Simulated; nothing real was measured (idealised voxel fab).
voxel gate over fins: a process module
The figure presents cross-section cut, which has a width of 230 nm and is divided into square cells with an edge length of 5 nm.
Notation: cross-section as square-cell grid; stated in bands, top first, going down; one or more cell rows per band.
Band: top height; bottom height; in nm. Then, left to right: material with width in nm, for each material. "edge to edge": a single material spanning edge to edge. "blank": empty space.
Heights are expressed relative to 0, this being the level below which the as-received wafer comprises one material exclusively. The lowest band is unbounded in the downward direction and is denoted as in "0..down".
Read "30 to 40" as a graded width: first number on top, second number at the bottom, same change between each pair of neighbouring rows.
You'll sometimes find "remained unchanged" written for a step, and that's the way of saying that nowhere in the cross-section did a cell change during that step.
"Closed-off voids" specifies each empty space that is not open to the top and that occupies no fewer than 8 cells, using the form width x height at distance, the distance measured from the left edge and all three quantities in nm.
Where a step's line continues beyond its settings, the continuation is a remark by the simulator itself on that step.
When a step includes a mask, the "overlay nm" setting on its line states how far to the right of its planned place that mask lay, and negative values state how far to the left.

[Planned process steps]
- 1: RECEIVE | material Si
- 2: CONFORMAL_DEP | material SiN | thk nm 5
- 3: DIRECTIONAL_DEP | material aC | thk nm 15
- 4: PATTERN | tone cover | mask id FINS | material resist | width nm 15 | pitch nm 45 | thk nm 30 | overlay nm 0
- 5: DIRECTIONAL_ETCH | etch materials aC | depth nm 15
- 6: STRIP | etch materials resist
- 7: DIRECTIONAL_ETCH | etch materials SiN | depth nm 5
- 8: DIRECTIONAL_ETCH | etch materials Si | depth nm 40
- 9: STRIP | etch materials aC
- 10: OXIDIZE | depth nm 5
- 11: FILL_DEP | material SiO2 | thk nm 15
- 12: CMP | height nm 5
- 13: SELECTIVE_ETCH | etch materials SiO2 | depth nm 15
- 14: STRIP | etch materials SiN
- 15: CONFORMAL_DEP | material HfO2 | thk nm 5
- 16: CONFORMAL_DEP | material TiN | thk nm 5
- 17: CONFORMAL_DEP | material TiAl | thk nm 5
- 18: CONFORMAL_DEP | material TiN | thk nm 5
- 19: FILL_DEP | material W | thk nm 10
- 20: CMP | height nm 25
- 21: CONFORMAL_DEP | material SiN | thk nm 10

[Cross-section: wafer on arrival = after step 1]
* 0..down = Si edge to edge
* Closed-off voids: none

[Cross-sectional view of the first of the two wafers upon completion of the module, processed in accordance with the plan]
* 35..25 = SiN edge to edge
* 25..20 = W edge to edge
* 20..15 = 25 nm W  180 nm TiN  25 nm W
* 15..10 = 25 nm W  5 nm TiN  35 nm TiAl  10 nm TiN  35 nm TiAl  10 nm TiN  35 nm TiAl  10 nm TiN  35 nm TiAl  5 nm TiN  25 nm W
* 10..5 = 30 nm TiN  5 nm TiAl  25 nm TiN  5 nm TiAl  10 nm TiN  5 nm TiAl  25 nm TiN  5 nm TiAl  10 nm TiN  5 nm TiAl  25 nm TiN  5 nm TiAl  10 nm TiN  5 nm TiAl  25 nm TiN  5 nm TiAl  30 nm TiN
* 5..0 = 35 nm TiAl  5 nm TiN  15 nm HfO2  5 nm TiN  20 nm TiAl  5 nm TiN  15 nm HfO2  5 nm TiN  20 nm TiAl  5 nm TiN  15 nm HfO2  5 nm TiN  20 nm TiAl  5 nm TiN  15 nm HfO2  5 nm TiN  35 nm TiAl
* 0..-5 = 40 nm TiN  5 nm HfO2  5 nm Si  5 nm HfO2  30 nm TiN  5 nm HfO2  5 nm Si  5 nm HfO2  30 nm TiN  5 nm HfO2  5 nm Si  5 nm HfO2  30 nm TiN  5 nm HfO2  5 nm Si  5 nm HfO2  40 nm TiN
* -5..-10 = 45 nm HfO2  5 nm Si  40 nm HfO2  5 nm Si  40 nm HfO2  5 nm Si  40 nm HfO2  5 nm Si  45 nm HfO2
* -10..-45 = 45 nm SiO2  5 nm Si  40 nm SiO2  5 nm Si  40 nm SiO2  5 nm Si  40 nm SiO2  5 nm Si  45 nm SiO2
* -45..down = Si edge to edge
* Closed-off voids: none

[Cross-sectional image of the second wafer of the two following completion of the module. Starting state and process plan were the same as for the first wafer; one execution error occurred]
* 35..25 = SiN edge to edge
* 25..20 = W edge to edge
* 20..15 = 15 nm W  180 nm TiN  35 nm W
* 15..10 = 15 nm W  5 nm TiN  35 nm TiAl  10 nm TiN  35 nm TiAl  10 nm TiN  35 nm TiAl  10 nm TiN  35 nm TiAl  5 nm TiN  35 nm W
* 10..5 = 20 nm TiN  5 nm TiAl  25 nm TiN  5 nm TiAl  10 nm TiN  5 nm TiAl  25 nm TiN  5 nm TiAl  10 nm TiN  5 nm TiAl  25 nm TiN  5 nm TiAl  10 nm TiN  5 nm TiAl  25 nm TiN  5 nm TiAl  40 nm TiN
* 5..0 = 25 nm TiAl  5 nm TiN  15 nm HfO2  5 nm TiN  20 nm TiAl  5 nm TiN  15 nm HfO2  5 nm TiN  20 nm TiAl  5 nm TiN  15 nm HfO2  5 nm TiN  20 nm TiAl  5 nm TiN  15 nm HfO2  5 nm TiN  45 nm TiAl
* 0..-5 = 30 nm TiN  5 nm HfO2  5 nm Si  5 nm HfO2  30 nm TiN  5 nm HfO2  5 nm Si  5 nm HfO2  30 nm TiN  5 nm HfO2  5 nm Si  5 nm HfO2  30 nm TiN  5 nm HfO2  5 nm Si  5 nm HfO2  50 nm TiN
* -5..-10 = 35 nm HfO2  5 nm Si  40 nm HfO2  5 nm Si  40 nm HfO2  5 nm Si  40 nm HfO2  5 nm Si  55 nm HfO2
* -10..-45 = 35 nm SiO2  5 nm Si  40 nm SiO2  5 nm Si  40 nm SiO2  5 nm Si  40 nm SiO2  5 nm Si  55 nm SiO2
* -45..down = Si edge to edge
* Closed-off voids: none
Processing error: step 4: run off-plan, actual operation and settings PATTERN | tone cover | mask id FINS | material resist | width nm 15 | pitch nm 45 | thk nm 30 | overlay nm -10
At the end, each material covers as many cells on the second wafer as it does on the first, though the cells it covers are elsewhere.
